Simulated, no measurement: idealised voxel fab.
The name of this process module is voxel capacitor over wiring.
Xsec cut, 280 nm wide, square cell size 5 nm.
Format of a cross-section: grid, square cells. Given as bands. Order: top down. Band: one or more rows of cells. Within each band entry, the heights of the top and of the bottom of the band appear first, in that order and in nm; the materials of the band then follow from left to right, each with its corresponding width in nm. The designation "full width" on a single material indicates that it fills the band from edge to edge; the designation "empty" indicates empty space. We count height from 0. Below that, the starting wafer is all one material. The lowest band never ends at the bottom but goes on down; see "z 0 and below" for how that is written. It should be noted that a width expressed as "30->40" varies in equal increments from row to row of cells within the band, taking the value of the first number at the top row and that of the second number at the bottom row. The cross-section has no changed cell in any step marked "identical to before". Enclosed voids (no open way to top), threshold 8 cells or more, entry "Sealed void inventory", notation width x height at distance, distance from left edge, nm. Text after the settings on a step's line: the simulator's own remark on that step. On any step carrying a mask, the "overlay nm" setting, if present on the step's line, tells how far right of its planned place the mask lay; negative values point to the left.
**Below is the list of planned process steps**
1,op RECEIVE | material Si
2,op CONFORMAL_DEP | material SiO2 | thk nm 10
3,op CONFORMAL_DEP | material SiN | thk nm 5
4,op DIRECTIONAL_DEP | material lowk | thk nm 25
5,op PATTERN | tone open | mask id METAL_1 | material resist | width nm 30 | pitch nm 80 | thk nm 20 | overlay nm 0
6,op DIRECTIONAL_ETCH | etch materials lowk | depth nm 25
7,op DIRECTIONAL_ETCH | etch materials SiN | depth nm 5
8,op STRIP | etch materials resist
9,op CONFORMAL_DEP | material TiN | thk nm 5
10,op FILL_DEP | material Cu | thk nm 10
11,op CMP | height nm 40
12,op CONFORMAL_DEP | material SiCN | thk nm 5
13,op DIRECTIONAL_DEP | material lowk | thk nm 20
14,op DIRECTIONAL_DEP | material aC | thk nm 15
15,op PATTERN | tone open | mask id PLUG_1 | material resist | width nm 15 | thk nm 35 | overlay nm 0
16,op DIRECTIONAL_ETCH | etch materials aC | depth nm 15
17,op STRIP | etch materials resist
18,op DIRECTIONAL_ETCH | etch materials lowk | depth nm 20
19,op DIRECTIONAL_ETCH | etch materials SiCN | depth nm 5
20,op STRIP | etch materials aC
21,op CONFORMAL_DEP | material TiN | thk nm 5
22,op FILL_DEP | material Ru | thk nm 10
23,op CMP | height nm 65
24,op DIRECTIONAL_DEP | material TiN | thk nm 10
25,op DIRECTIONAL_DEP | material HfO2 | thk nm 5
26,op DIRECTIONAL_DEP | material TiN | thk nm 5
27,op PATTERN | tone cover | mask id UPPER_PLATE | material resist | width nm 55 | thk nm 15 | overlay nm 0
28,op DIRECTIONAL_ETCH | etch materials TiN | depth nm 5
29,op DIRECTIONAL_ETCH | etch materials HfO2 | depth nm 5
30,op STRIP | etch materials resist
31,op PATTERN | tone cover | mask id LOWER_PLATE | material resist | width nm 65 | thk nm 15 | overlay nm 0
32,op DIRECTIONAL_ETCH | etch materials TiN | depth nm 10
33,op STRIP | etch materials resist
34,op FILL_DEP | material SiO2 | thk nm 20
35,op CMP | height nm 100
36,op PATTERN | tone open | mask id PLUG_2 | material resist | width nm 15 | thk nm 20 | overlay nm 0
37,op DIRECTIONAL_ETCH | etch materials SiO2 | depth nm 15
38,op STRIP | etch materials resist
39,op CONFORMAL_DEP | material TiN | thk nm 5
40,op FILL_DEP | material Ru | thk nm 10
41,op CMP | height nm 100
42,op CONFORMAL_DEP | material SiN | thk nm 5
**Incoming wafer, cross-sectional view, post step 1**
  z 0 and below: Si full width
  Sealed void inventory: none
**End-of-module XS, first of two wafers, run as planned**
  z 105 to 100: SiN full width
  z 100 to 90: 110 of SiO2, then 5 of TiN, then 5 of Ru, then 5 of TiN, then 155 of SiO2
  z 90 to 80: 110->100 of SiO2, then 15->55 of TiN, then 155->125 of SiO2
  z 80 to 75: 100 of SiO2, then 55 of HfO2, then 125 of SiO2
  z 75 to 65: 95 of SiO2, then 65 of TiN, then 120 of SiO2
  z 65 to 45: 100 of lowk, then 5 of TiN, then 5 of Ru, then 5 of TiN, then 165 of lowk
  z 45 to 40: 100 of SiCN, then 15 of TiN, then 165 of SiCN
  z 40 to 15: 85 of lowk, then 5 of TiN, then 20 of Cu, then 5 of TiN, then 50 of lowk, then 5 of TiN, then 20 of Cu, then 5 of TiN, then 85 of lowk
  z 15 to 10: 85 of SiN, then 30 of TiN, then 50 of SiN, then 30 of TiN, then 85 of SiN
  z 10 to 0: SiO2 full width
  z 0 and below: Si full width
  Sealed void inventory: none
**Here is the second of the two wafers cut open at the end of the module - same start, same plan as the first one, but we made one mistake running it**
  z 105 to 100: SiN full width
  z 100 to 90: 110 of SiO2, then 5 of TiN, then 5 of Ru, then 5 of TiN, then 155 of SiO2
  z 90 to 80: 110->100 of SiO2, then 15->55 of TiN, then 155->125 of SiO2
  z 80 to 75: 100 of SiO2, then 55 of HfO2, then 125 of SiO2
  z 75 to 65: 95 of SiO2, then 65 of TiN, then 120 of SiO2
  z 65 to 45: 100 of lowk, then 5 of TiN, then 5 of Ru, then 5 of TiN, then 165 of lowk
  z 45 to 40: 100 of SiCN, then 15 of TiN, then 165 of SiCN
  z 40 to 20: 85 of lowk, then 5 of TiN, then 20 of Cu, then 5 of TiN, then 50 of lowk, then 5 of TiN, then 20 of Cu, then 5 of TiN, then 85 of lowk
  z 20 to 15: 85 of lowk, then 30 of TiN, then 50 of lowk, then 30 of TiN, then 85 of lowk
  z 15 to 5: SiO2 full width
  z 5 to 0: SiN full width
  z 0 and below: Si full width
  Sealed void inventory: none
What broke from the plan during processing? deviation from plan: step 3 and step 2 executed in one another's positions
Upon completion, the second wafer contains, in terms of cells, a greater or smaller amount of certain materials than the first wafer: -8 Cu | +12 SiN | -4 TiN
